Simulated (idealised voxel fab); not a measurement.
Module name: voxel air gaps (process module)
The cross-section shown here is cut; it is 255 nm wide and divided into square cells measuring 5 nm on a side.
Cross-sections here: square-cell grids, written as top-down lists of bands, a band being one or more rows of cells.
Quick guide to a band line: top height, bottom height (nm) up front; then every material left to right with its width in nm. Only one material and it's marked "edge to edge"? Then it fills the band edge to edge. And "blank" just means empty space.
Height datum 0, below which the as-received substrate wafer is one material. Lowest band open at the bottom, running downward: "0..down".
Graded width ("30 to 40"): value in top row of band = first number; value in bottom row = second number; row-to-row change constant.
Key: "same as before" - step with no changed cell in the cross-section.
In the "Closed void listing" entry, you get each enclosed empty space of 8 cells or more, one with no open way to the top, written width x height at distance, distance from the left edge, in nm.
It should be noted that, on the line of a given step, the content following the step's settings is a remark produced by the simulator itself with respect to that step.
On any step carrying a mask, the "overlay nm" setting, if present on the step's line, tells how far right of its planned place the mask lay; negative values point to the left.
This section lists the process steps that were planned:
- 1: RECEIVE with material Si
- 2: CONFORMAL_DEP with material SiO2, thk nm 15
- 3: CONFORMAL_DEP with material SiCN, thk nm 5
- 4: DIRECTIONAL_DEP with material lowk, thk nm 30
- 5: MASKED_ETCH with tone open, mask id LINES, width nm 20, pitch nm 45, etch materials lowk, depth nm 30, overlay nm 0
- 6: CONFORMAL_DEP with material TiN, thk nm 5
- 7: FILL_DEP with material W, thk nm 10
- 8: CMP with height nm 50
- 9: EPI with material Ru, thk nm 10
- 10: SELECTIVE_ETCH with etch materials lowk, depth nm 40
- 11: CONFORMAL_DEP with material SiCN, thk nm 5
first wafer, as planned:
As received (post step 1): cross-section:
- 0..down = Si edge to edge
- Closed void listing: none
Cross-section of the wafer subsequent to step 2:
- 15..0 = SiO2 edge to edge
- For the remainder of the cross-section, below 0, there is no change.
Cross-section of the wafer subsequent to step 3:
- 20..15 = SiCN edge to edge
- For the remainder of the cross-section, below 15, there is no change.
Cross-section of the wafer subsequent to step 4:
- 50..20 = lowk edge to edge
- For the remainder of the cross-section, below 20, there is no change.
Cross-section of the wafer subsequent to step 5:
- 50..20 = lowk 70 / blank 20 / lowk 25 / blank 20 / lowk 25 / blank 20 / lowk 75
- For the remainder of the cross-section, below 20, there is no change.
Cross-section of the wafer subsequent to step 6:
- 55..50 = TiN 75 / blank 10 / TiN 35 / blank 10 / TiN 35 / blank 10 / TiN 80
- 50..25 = lowk 70 / TiN 5 / blank 10 / TiN 5 / lowk 25 / TiN 5 / blank 10 / TiN 5 / lowk 25 / TiN 5 / blank 10 / TiN 5 / lowk 75
- 25..20 = lowk 70 / TiN 20 / lowk 25 / TiN 20 / lowk 25 / TiN 20 / lowk 75
- For the remainder of the cross-section, below 20, there is no change.
Cross-section of the wafer subsequent to step 7:
- 65..55 = W edge to edge
- 55..50 = TiN 75 / W 10 / TiN 35 / W 10 / TiN 35 / W 10 / TiN 80
- 50..25 = lowk 70 / TiN 5 / W 10 / TiN 5 / lowk 25 / TiN 5 / W 10 / TiN 5 / lowk 25 / TiN 5 / W 10 / TiN 5 / lowk 75
- For the remainder of the cross-section, below 25, there is no change.
Cross-section of the wafer subsequent to step 8:
- 50..25 = lowk 70 / TiN 5 / W 10 / TiN 5 / lowk 25 / TiN 5 / W 10 / TiN 5 / lowk 25 / TiN 5 / W 10 / TiN 5 / lowk 75
- For the remainder of the cross-section, below 25, there is no change.
Cross-section of the wafer subsequent to step 9:
- 60..50 = blank 60 / Ru 40 / blank 5 / Ru 40 / blank 5 / Ru 40 / blank 65
- For the remainder of the cross-section, below 50, there is no change.
Cross-section of the wafer subsequent to step 10:
- 60..50 = blank 60 / Ru 40 / blank 5 / Ru 40 / blank 5 / Ru 40 / blank 65
- 50..25 = blank 70 / TiN 5 / W 10 / TiN 5 / blank 25 / TiN 5 / W 10 / TiN 5 / blank 25 / TiN 5 / W 10 / TiN 5 / blank 75
- 25..20 = blank 70 / TiN 20 / blank 25 / TiN 20 / blank 25 / TiN 20 / blank 75
- For the remainder of the cross-section, below 20, there is no change.
Cross-section of the wafer subsequent to step 11:
- 65..60 = blank 55 / SiCN 140 / blank 60
- 60..50 = blank 55 / SiCN 5 / Ru 40 / SiCN 5 / Ru 40 / SiCN 5 / Ru 40 / SiCN 5 / blank 60
- 50..45 = blank 55 / SiCN 15 / TiN 5 / W 10 / TiN 5 / SiCN 25 / TiN 5 / W 10 / TiN 5 / SiCN 25 / TiN 5 / W 10 / TiN 5 / SiCN 15 / blank 60
- 45..25 = blank 65 / SiCN 5 / TiN 5 / W 10 / TiN 5 / SiCN 5 / blank 15 / SiCN 5 / TiN 5 / W 10 / TiN 5 / SiCN 5 / blank 15 / SiCN 5 / TiN 5 / W 10 / TiN 5 / SiCN 5 / blank 70
- 25..20 = SiCN 70 / TiN 20 / SiCN 25 / TiN 20 / SiCN 25 / TiN 20 / SiCN 75
- For the remainder of the cross-section, below 20, there is no change.
- Closed void listing: 15 x 20 at 95; 15 x 20 at 140
Second of two: same start, same plan, one run error; steps up to and including 4 match the first:
Second wafer profile in section, at the moment step 5 of the plan was meant to be complete:
- 50..20 = lowk 60 / blank 20 / lowk 25 / blank 20 / lowk 25 / blank 20 / lowk 85
- For the remainder of the cross-section, below 20, there is no change.
Second wafer profile in section, at the moment step 6 of the plan was meant to be complete:
- 55..50 = TiN 65 / blank 10 / TiN 35 / blank 10 / TiN 35 / blank 10 / TiN 90
- 50..25 = lowk 60 / TiN 5 / blank 10 / TiN 5 / lowk 25 / TiN 5 / blank 10 / TiN 5 / lowk 25 / TiN 5 / blank 10 / TiN 5 / lowk 85
- 25..20 = lowk 60 / TiN 20 / lowk 25 / TiN 20 / lowk 25 / TiN 20 / lowk 85
- For the remainder of the cross-section, below 20, there is no change.
Second wafer profile in section, at the moment step 7 of the plan was meant to be complete:
- 65..55 = W edge to edge
- 55..50 = TiN 65 / W 10 / TiN 35 / W 10 / TiN 35 / W 10 / TiN 90
- 50..25 = lowk 60 / TiN 5 / W 10 / TiN 5 / lowk 25 / TiN 5 / W 10 / TiN 5 / lowk 25 / TiN 5 / W 10 / TiN 5 / lowk 85
- For the remainder of the cross-section, below 25, there is no change.
Second wafer profile in section, at the moment step 8 of the plan was meant to be complete:
- 50..25 = lowk 60 / TiN 5 / W 10 / TiN 5 / lowk 25 / TiN 5 / W 10 / TiN 5 / lowk 25 / TiN 5 / W 10 / TiN 5 / lowk 85
- For the remainder of the cross-section, below 25, there is no change.
Second wafer profile in section, at the moment step 9 of the plan was meant to be complete:
- 60..50 = blank 50 / Ru 40 / blank 5 / Ru 40 / blank 5 / Ru 40 / blank 75
- For the remainder of the cross-section, below 50, there is no change.
Second wafer profile in section, at the moment step 10 of the plan was meant to be complete:
- 60..50 = blank 50 / Ru 40 / blank 5 / Ru 40 / blank 5 / Ru 40 / blank 75
- 50..25 = blank 60 / TiN 5 / W 10 / TiN 5 / blank 25 / TiN 5 / W 10 / TiN 5 / blank 25 / TiN 5 / W 10 / TiN 5 / blank 85
- 25..20 = blank 60 / TiN 20 / blank 25 / TiN 20 / blank 25 / TiN 20 / blank 85
- For the remainder of the cross-section, below 20, there is no change.
Second wafer profile in section, at the moment step 11 of the plan was meant to be complete:
- 65..60 = blank 45 / SiCN 140 / blank 70
- 60..50 = blank 45 / SiCN 5 / Ru 40 / SiCN 5 / Ru 40 / SiCN 5 / Ru 40 / SiCN 5 / blank 70
- 50..45 = blank 45 / SiCN 15 / TiN 5 / W 10 / TiN 5 / SiCN 25 / TiN 5 / W 10 / TiN 5 / SiCN 25 / TiN 5 / W 10 / TiN 5 / SiCN 15 / blank 70
- 45..25 = blank 55 / SiCN 5 / TiN 5 / W 10 / TiN 5 / SiCN 5 / blank 15 / SiCN 5 / TiN 5 / W 10 / TiN 5 / SiCN 5 / blank 15 / SiCN 5 / TiN 5 / W 10 / TiN 5 / SiCN 5 / blank 80
- 25..20 = SiCN 60 / TiN 20 / SiCN 25 / TiN 20 / SiCN 25 / TiN 20 / SiCN 85
- For the remainder of the cross-section, below 20, there is no change.
- Closed void listing: 15 x 20 at 85; 15 x 20 at 130
What broke from the plan during processing? it should be noted that step 5 was executed with settings other than those planned, the operation and settings actually applied being MASKED_ETCH with tone open, mask id LINES, width nm 20, pitch nm 45, etch materials lowk, depth nm 30, overlay nm -10
Tallied in cells, the final second wafer holds each material in the same quantity as the first, although not at the same places.
